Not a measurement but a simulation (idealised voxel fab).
Proc. module: voxel self aligned vias
The cross-section on display is named cut; it measures 225 nm wide, and its cells are 5 nm squares.
In this document a cross-section is written as a grid of square cells. It is given as a series of bands, listed from the top down, and a band is one or more rows of cells.
For a band, the entry starts with two heights in nm, that of the top and then that of the bottom, and carries on with the band's materials in order from left to right, each alongside its width in nm; the word "full width" beside a single material means it fills the band edge to edge, and "blank" means empty space.
Measure heights from 0. That's the level where, below it, the as-received wafer is all one material. The lowest band is bottomless and extends downward; write it as in "top 0, no bottom".
A width given as "30->40" starts at the first number in the band's top row and ends at the second number in its bottom row, shifting by an equal amount at every step from row to row.
The cross-section has no changed cell in any step marked "nothing changed".
Under "closed voids" you'll find the enclosed gaps, the ones with no way out to the top, that are 8 cells or bigger; each reads width x height at distance, with distance counted from the left edge, everything in nm.
That trailing text on a step's line, after the settings, is the simulator's own remark on the step.
The "overlay nm" setting may appear on a step's line; for a step that uses a mask, it gives how far to the right of its planned position the mask lay, and a negative value indicates the left.
Below is the list of planned process steps:
1: RECEIVE [material Si]
2: CONFORMAL_DEP [material SiO2] [thk nm 10]
3: CONFORMAL_DEP [material SiCN] [thk nm 5]
4: DIRECTIONAL_DEP [material lowk] [thk nm 20]
5: MASKED_ETCH [tone open] [mask id LINES] [width nm 30] [pitch nm 55] [etch materials lowk] [depth nm 20] [overlay nm 0]
6: CONFORMAL_DEP [material TiN] [thk nm 5]
7: FILL_DEP [material Ru] [thk nm 10]
8: CMP [height nm 35]
9: SELECTIVE_ETCH [etch materials W Ru TiN] [depth nm 5]
10: FILL_DEP [material SiN] [thk nm 5]
11: CMP [height nm 35]
12: DIRECTIONAL_DEP [material lowk] [thk nm 15]
13: DIRECTIONAL_DEP [material aC] [thk nm 10]
14: PATTERN [tone open] [mask id VIAS] [material resist] [width nm 40] [pitch nm 55] [thk nm 30] [overlay nm 0]
15: DIRECTIONAL_ETCH [etch materials aC] [depth nm 10]
16: STRIP [etch materials resist]
17: DIRECTIONAL_ETCH [etch materials lowk] [depth nm 15]
18: DIRECTIONAL_ETCH [etch materials SiN] [depth nm 5]
19: STRIP [etch materials aC]
20: CONFORMAL_DEP [material TiN] [thk nm 5]
21: FILL_DEP [material Ru] [thk nm 10]
22: CMP [height nm 50]
23: CONFORMAL_DEP [material SiN] [thk nm 5]
First of two wafers - as planned:
Cross-section of the wafer at receipt, which is the condition after step 1:
> top 0, no bottom  Si full width
> closed voids: none
State of the wafer after step 2, shown in cross-section:
> top 10, bottom 0  SiO2 full width
> For the remainder of the cross-section, below 0, there is no change.
State of the wafer after step 3, shown in cross-section:
> top 15, bottom 10  SiCN full width
> For the remainder of the cross-section, below 10, there is no change.
State of the wafer after step 4, shown in cross-section:
> top 35, bottom 15  lowk full width
> For the remainder of the cross-section, below 15, there is no change.
State of the wafer after step 5, shown in cross-section:
> top 35, bottom 15  lowk 40 nm, blank 30 nm, lowk 25 nm, blank 30 nm, lowk 25 nm, blank 30 nm, lowk 45 nm
> For the remainder of the cross-section, below 15, there is no change.
State of the wafer after step 6, shown in cross-section:
> top 40, bottom 35  TiN 45 nm, blank 20 nm, TiN 35 nm, blank 20 nm, TiN 35 nm, blank 20 nm, TiN 50 nm
> top 35, bottom 20  lowk 40 nm, TiN 5 nm, blank 20 nm, TiN 5 nm, lowk 25 nm, TiN 5 nm, blank 20 nm, TiN 5 nm, lowk 25 nm, TiN 5 nm, blank 20 nm, TiN 5 nm, lowk 45 nm
> top 20, bottom 15  lowk 40 nm, TiN 30 nm, lowk 25 nm, TiN 30 nm, lowk 25 nm, TiN 30 nm, lowk 45 nm
> For the remainder of the cross-section, below 15, there is no change.
State of the wafer after step 7, shown in cross-section:
> top 50, bottom 40  Ru full width
> top 40, bottom 35  TiN 45 nm, Ru 20 nm, TiN 35 nm, Ru 20 nm, TiN 35 nm, Ru 20 nm, TiN 50 nm
> top 35, bottom 20  lowk 40 nm, TiN 5 nm, Ru 20 nm, TiN 5 nm, lowk 25 nm, TiN 5 nm, Ru 20 nm, TiN 5 nm, lowk 25 nm, TiN 5 nm, Ru 20 nm, TiN 5 nm, lowk 45 nm
> For the remainder of the cross-section, below 20, there is no change.
State of the wafer after step 8, shown in cross-section:
> top 35, bottom 20  lowk 40 nm, TiN 5 nm, Ru 20 nm, TiN 5 nm, lowk 25 nm, TiN 5 nm, Ru 20 nm, TiN 5 nm, lowk 25 nm, TiN 5 nm, Ru 20 nm, TiN 5 nm, lowk 45 nm
> For the remainder of the cross-section, below 20, there is no change.
State of the wafer after step 9, shown in cross-section:
> top 35, bottom 30  lowk 40 nm, blank 30 nm, lowk 25 nm, blank 30 nm, lowk 25 nm, blank 30 nm, lowk 45 nm
> For the remainder of the cross-section, below 30, there is no change.
State of the wafer after step 10, shown in cross-section:
> top 40, bottom 35  SiN full width
> top 35, bottom 30  lowk 40 nm, SiN 30 nm, lowk 25 nm, SiN 30 nm, lowk 25 nm, SiN 30 nm, lowk 45 nm
> For the remainder of the cross-section, below 30, there is no change.
State of the wafer after step 11, shown in cross-section:
> top 35, bottom 30  lowk 40 nm, SiN 30 nm, lowk 25 nm, SiN 30 nm, lowk 25 nm, SiN 30 nm, lowk 45 nm
> For the remainder of the cross-section, below 30, there is no change.
State of the wafer after step 12, shown in cross-section:
> top 50, bottom 35  lowk full width
> For the remainder of the cross-section, below 35, there is no change.
State of the wafer after step 13, shown in cross-section:
> top 60, bottom 50  aC full width
> For the remainder of the cross-section, below 50, there is no change.
State of the wafer after step 14, shown in cross-section:
> top 90, bottom 60  resist 35 nm, blank 40 nm, resist 15 nm, blank 40 nm, resist 15 nm, blank 40 nm, resist 40 nm
> For the remainder of the cross-section, below 60, there is no change.
State of the wafer after step 15, shown in cross-section:
> top 80, bottom 60  resist 35 nm, blank 40 nm, resist 15 nm, blank 40 nm, resist 15 nm, blank 40 nm, resist 40 nm
> top 60, bottom 50  aC 35 nm, blank 40 nm, aC 15 nm, blank 40 nm, aC 15 nm, blank 40 nm, aC 40 nm
> For the remainder of the cross-section, below 50, there is no change.
State of the wafer after step 16, shown in cross-section:
> top 60, bottom 50  aC 35 nm, blank 40 nm, aC 15 nm, blank 40 nm, aC 15 nm, blank 40 nm, aC 40 nm
> For the remainder of the cross-section, below 50, there is no change.
State of the wafer after step 17, shown in cross-section:
> top 60, bottom 50  aC 35 nm, blank 40 nm, aC 15 nm, blank 40 nm, aC 15 nm, blank 40 nm, aC 40 nm
> top 50, bottom 35  lowk 35 nm, blank 40 nm, lowk 15 nm, blank 40 nm, lowk 15 nm, blank 40 nm, lowk 40 nm
> For the remainder of the cross-section, below 35, there is no change.
State of the wafer after step 18, shown in cross-section:
> top 60, bottom 50  aC 35 nm, blank 40 nm, aC 15 nm, blank 40 nm, aC 15 nm, blank 40 nm, aC 40 nm
> top 50, bottom 35  lowk 35 nm, blank 40 nm, lowk 15 nm, blank 40 nm, lowk 15 nm, blank 40 nm, lowk 40 nm
> top 35, bottom 30  lowk 40 nm, blank 30 nm, lowk 25 nm, blank 30 nm, lowk 25 nm, blank 30 nm, lowk 45 nm
> For the remainder of the cross-section, below 30, there is no change.
State of the wafer after step 19, shown in cross-section:
> top 50, bottom 35  lowk 35 nm, blank 40 nm, lowk 15 nm, blank 40 nm, lowk 15 nm, blank 40 nm, lowk 40 nm
> For the remainder of the cross-section, below 35, there is no change.
State of the wafer after step 20, shown in cross-section:
> top 55, bottom 50  TiN 40 nm, blank 30 nm, TiN 25 nm, blank 30 nm, TiN 25 nm, blank 30 nm, TiN 45 nm
> top 50, bottom 40  lowk 35 nm, TiN 5 nm, blank 30 nm, TiN 5 nm, lowk 15 nm, TiN 5 nm, blank 30 nm, TiN 5 nm, lowk 15 nm, TiN 5 nm, blank 30 nm, TiN 5 nm, lowk 40 nm
> top 40, bottom 35  lowk 35 nm, TiN 10 nm, blank 20 nm, TiN 10 nm, lowk 15 nm, TiN 10 nm, blank 20 nm, TiN 10 nm, lowk 15 nm, TiN 10 nm, blank 20 nm, TiN 10 nm, lowk 40 nm
> top 35, bottom 30  lowk 40 nm, TiN 30 nm, lowk 25 nm, TiN 30 nm, lowk 25 nm, TiN 30 nm, lowk 45 nm
> For the remainder of the cross-section, below 30, there is no change.
State of the wafer after step 21, shown in cross-section:
> top 65, bottom 55  Ru full width
> top 55, bottom 50  TiN 40 nm, Ru 30 nm, TiN 25 nm, Ru 30 nm, TiN 25 nm, Ru 30 nm, TiN 45 nm
> top 50, bottom 40  lowk 35 nm, TiN 5 nm, Ru 30 nm, TiN 5 nm, lowk 15 nm, TiN 5 nm, Ru 30 nm, TiN 5 nm, lowk 15 nm, TiN 5 nm, Ru 30 nm, TiN 5 nm, lowk 40 nm
> top 40, bottom 35  lowk 35 nm, TiN 10 nm, Ru 20 nm, TiN 10 nm, lowk 15 nm, TiN 10 nm, Ru 20 nm, TiN 10 nm, lowk 15 nm, TiN 10 nm, Ru 20 nm, TiN 10 nm, lowk 40 nm
> For the remainder of the cross-section, below 35, there is no change.
State of the wafer after step 22, shown in cross-section:
> top 50, bottom 40  lowk 35 nm, TiN 5 nm, Ru 30 nm, TiN 5 nm, lowk 15 nm, TiN 5 nm, Ru 30 nm, TiN 5 nm, lowk 15 nm, TiN 5 nm, Ru 30 nm, TiN 5 nm, lowk 40 nm
> For the remainder of the cross-section, below 40, there is no change.
State of the wafer after step 23, shown in cross-section:
> top 55, bottom 50  SiN full width
> For the remainder of the cross-section, below 50, there is no change.
Second wafer, same starting state and plan as the first, one mistake in the run, identical through step 16:
when step 17 should have ended:
> top 60, bottom 50  aC 35 nm, blank 40 nm, aC 15 nm, blank 40 nm, aC 15 nm, blank 40 nm, aC 40 nm
> top 50, bottom 35  lowk 35 nm, blank 40 nm, lowk 15 nm, blank 40 nm, lowk 15 nm, blank 40 nm, lowk 40 nm
> top 35, bottom 30  lowk 35 nm, blank 5 nm, SiN 30 nm, blank 5 nm, lowk 15 nm, blank 5 nm, SiN 30 nm, blank 5 nm, lowk 15 nm, blank 5 nm, SiN 30 nm, blank 5 nm, lowk 40 nm
> top 30, bottom 25  lowk 35 nm, blank 5 nm, TiN 5 nm, Ru 20 nm, TiN 5 nm, blank 5 nm, lowk 15 nm, blank 5 nm, TiN 5 nm, Ru 20 nm, TiN 5 nm, blank 5 nm, lowk 15 nm, blank 5 nm, TiN 5 nm, Ru 20 nm, TiN 5 nm, blank 5 nm, lowk 40 nm
> For the remainder of the cross-section, below 25, there is no change.
when step 18 should have ended:
> top 60, bottom 50  aC 35 nm, blank 40 nm, aC 15 nm, blank 40 nm, aC 15 nm, blank 40 nm, aC 40 nm
> top 50, bottom 30  lowk 35 nm, blank 40 nm, lowk 15 nm, blank 40 nm, lowk 15 nm, blank 40 nm, lowk 40 nm
> For the remainder of the cross-section, below 30, there is no change.
when step 19 should have ended:
> top 50, bottom 30  lowk 35 nm, blank 40 nm, lowk 15 nm, blank 40 nm, lowk 15 nm, blank 40 nm, lowk 40 nm
> For the remainder of the cross-section, below 30, there is no change.
when step 20 should have ended:
> top 55, bottom 50  TiN 40 nm, blank 30 nm, TiN 25 nm, blank 30 nm, TiN 25 nm, blank 30 nm, TiN 45 nm
> top 50, bottom 35  lowk 35 nm, TiN 5 nm, blank 30 nm, TiN 5 nm, lowk 15 nm, TiN 5 nm, blank 30 nm, TiN 5 nm, lowk 15 nm, TiN 5 nm, blank 30 nm, TiN 5 nm, lowk 40 nm
> top 35, bottom 30  lowk 35 nm, TiN 40 nm, lowk 15 nm, TiN 40 nm, lowk 15 nm, TiN 40 nm, lowk 40 nm
> top 30, bottom 20  lowk 35->40 nm, TiN 10->5 nm, Ru 20 nm, TiN 10->5 nm, lowk 15->25 nm, TiN 10->5 nm, Ru 20 nm, TiN 10->5 nm, lowk 15->25 nm, TiN 10->5 nm, Ru 20 nm, TiN 10->5 nm, lowk 40->45 nm
> For the remainder of the cross-section, below 20, there is no change.
when step 21 should have ended:
> top 65, bottom 55  Ru full width
> top 55, bottom 50  TiN 40 nm, Ru 30 nm, TiN 25 nm, Ru 30 nm, TiN 25 nm, Ru 30 nm, TiN 45 nm
> top 50, bottom 35  lowk 35 nm, TiN 5 nm, Ru 30 nm, TiN 5 nm, lowk 15 nm, TiN 5 nm, Ru 30 nm, TiN 5 nm, lowk 15 nm, TiN 5 nm, Ru 30 nm, TiN 5 nm, lowk 40 nm
> For the remainder of the cross-section, below 35, there is no change.
when step 22 should have ended:
> top 50, bottom 35  lowk 35 nm, TiN 5 nm, Ru 30 nm, TiN 5 nm, lowk 15 nm, TiN 5 nm, Ru 30 nm, TiN 5 nm, lowk 15 nm, TiN 5 nm, Ru 30 nm, TiN 5 nm, lowk 40 nm
> For the remainder of the cross-section, below 35, there is no change.
when step 23 should have ended:
> top 55, bottom 50  SiN full width
> For the remainder of the cross-section, below 50, there is no change.
What was the processing mistake? heads up, step 17 didn't go per plan, it actually ran as DIRECTIONAL_ETCH [etch materials lowk] [depth nm 25]
Once processing is complete, comparing cell counts shows that the second wafer has more or fewer of certain materials than the first: +6 Ru, +6 TiN, -12 lowk
